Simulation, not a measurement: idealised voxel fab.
The name of this process module is voxel self aligned vias.
For reference, the cross-section in this document is cut, with width 210 nm and square cells of 5 nm.
A cross-section in this document is a grid of square cells, and it is written down as bands, the top band listed before the ones below it; a band is made up of one or more rows of cells. This entry defines a band. It first specifies the height of the band's top and the height of its bottom in nm, and then specifies the band's materials from left to right, stating each material with its width in nm. The word "throughout" identifies a single material that fills the band from edge to edge, while the word "blank" identifies empty space. Heights from 0 (as-received wafer is one material below). Bottom band endless downward, as "0..down". Per-row width for "30 to 40": begins at first number (top row of band), ends at second number (bottom row), increment between rows held constant. Reading "identical to before" for a step: not a cell of the cross-section changed in it. Closed-off voids of 8+ cells (no open route to the top) go in "Closed internal voids", written width x height at distance from the left edge, in nm. Text after the settings on a step's line: the simulator's own remark on that step. overlay nm: on a step with a mask, how far right of its planned place the mask lay; negative means left.

**This section lists the process steps that were planned**
1,RECEIVE, material Si
2,CONFORMAL_DEP, material SiO2, thk nm 10
3,CONFORMAL_DEP, material SiCN, thk nm 5
4,DIRECTIONAL_DEP, material lowk, thk nm 20
5,PATTERN, tone open, mask id LINES, material resist, width nm 30, pitch nm 55, thk nm 15, overlay nm 0
6,DIRECTIONAL_ETCH, etch materials lowk, depth nm 20
7,STRIP, etch materials resist
8,CONFORMAL_DEP, material TiN, thk nm 5
9,FILL_DEP, material Ru, thk nm 10
10,CMP, height nm 35
11,SELECTIVE_ETCH, etch materials W Ru TiN, depth nm 5
12,FILL_DEP, material SiN, thk nm 5
13,CMP, height nm 35
14,DIRECTIONAL_DEP, material lowk, thk nm 20
15,MASKED_ETCH, tone open, mask id VIAS, width nm 40, etch materials lowk, depth nm 20, overlay nm 0
16,MASKED_ETCH, tone open, mask id VIAS, width nm 40, etch materials SiN, depth nm 5, overlay nm 0
17,CONFORMAL_DEP, material TiN, thk nm 5
18,FILL_DEP, material W, thk nm 10
19,CMP, height nm 55
20,CONFORMAL_DEP, material SiN, thk nm 5

**The cross-section here shows the wafer as received, i.e. in its state after step 1**
* 0..down = Si throughout
* Closed internal voids: none

**Final cross-section, module run with one mistake (start and plan as above)**
* 60..55 = SiN throughout
* 55..40 = 55 nm lowk, 5 nm TiN, 30 nm W, 5 nm TiN, 115 nm lowk
* 40..35 = 55 nm lowk, 40 nm TiN, 115 nm lowk
* 35..30 = 55 nm SiN, 5 nm TiN, 30 nm lowk, 5 nm TiN, 20 nm SiN, 30 nm lowk, 65 nm SiN
* 30..20 = 55 nm Ru, 5 nm TiN, 30 nm lowk, 5 nm TiN, 15 nm Ru, 5 nm TiN, 30 nm lowk, 5 nm TiN, 60 nm Ru
* 20..15 = 60 nm TiN, 30 nm lowk, 25 nm TiN, 30 nm lowk, 65 nm TiN
* 15..10 = SiCN throughout
* 10..0 = SiO2 throughout
* 0..down = Si throughout
* Closed internal voids: none
Deviation from plan: rather than as planned, step 5 actually ran as PATTERN, tone cover, mask id LINES, material resist, width nm 30, pitch nm 55, thk nm 15, overlay nm 0
